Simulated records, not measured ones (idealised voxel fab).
The following process module bears the name voxel spacer lines.
It is cross-section cut that appears here, measuring 280 nm in width, its square cells being 5 nm in size.
In this document a cross-section is written as a grid of square cells. It is given as a series of bands, listed from the top down, and a band is one or more rows of cells.
This entry defines a band. It first specifies the height of the band's top and the height of its bottom in nm, and then specifies the band's materials from left to right, stating each material with its width in nm. The word "full width" identifies a single material that fills the band from edge to edge, while the word "air" identifies empty space.
Measure heights from 0. That's the level where, below it, the as-received wafer is all one material. The lowest band is bottomless and extends downward; write it as in "0 nm and below".
The expression "30 to 40" gives the width at the extremes of the band, the first number at its top row of cells and the second at its bottom row, with the width changing by equal amounts from each row to the next in between.
Step note "remained unchanged" = no cross-section cell changed.
Any empty space of 8 cells or more lacking an open way to the top shows up in "Trapped cavities" as width x height at distance, distance from the left edge, in nm.
If you see something after the settings on a step's line, that's the simulator's own remark about that step.
On any step carrying a mask, the "overlay nm" setting, if present on the step's line, tells how far right of its planned place the mask lay; negative values point to the left.
[The following list gives the planned process steps]
1. RECEIVE (material Si)
2. CONFORMAL_DEP (material Al2O3; thk nm 5)
3. DIRECTIONAL_DEP (material SiN; thk nm 20)
4. DIRECTIONAL_DEP (material polySi; thk nm 25)
5. PATTERN (tone cover; mask id MANDREL; material resist; width nm 20; pitch nm 60; thk nm 30; overlay nm 0)
6. DIRECTIONAL_ETCH (etch materials polySi; depth nm 25)
7. STRIP (etch materials resist)
8. CONFORMAL_DEP (material SiO2; thk nm 10)
9. DIRECTIONAL_ETCH (etch materials SiO2; depth nm 10)
10. STRIP (etch materials polySi)
11. DIRECTIONAL_ETCH (etch materials SiN; depth nm 20)
12. STRIP (etch materials SiO2)
[The cross-section here shows the wafer as received, i.e. in its state after step 1]
  0 nm and below | Si full width
  Trapped cavities: none
[Cross-sectional result after module completion. Note: starting condition and plan are unchanged from above; one processing mistake was made]
  20 nm to 0 nm | air: 60; SiN: 10; air: 20; SiN: 10; air: 20; SiN: 10; air: 20; SiN: 10; air: 20; SiN: 10; air: 20; SiN: 10; air: 60
  0 nm and below | Si full width
  Trapped cavities: none
Run error: execution of step 2 of the plan did not take place, the step having been omitted
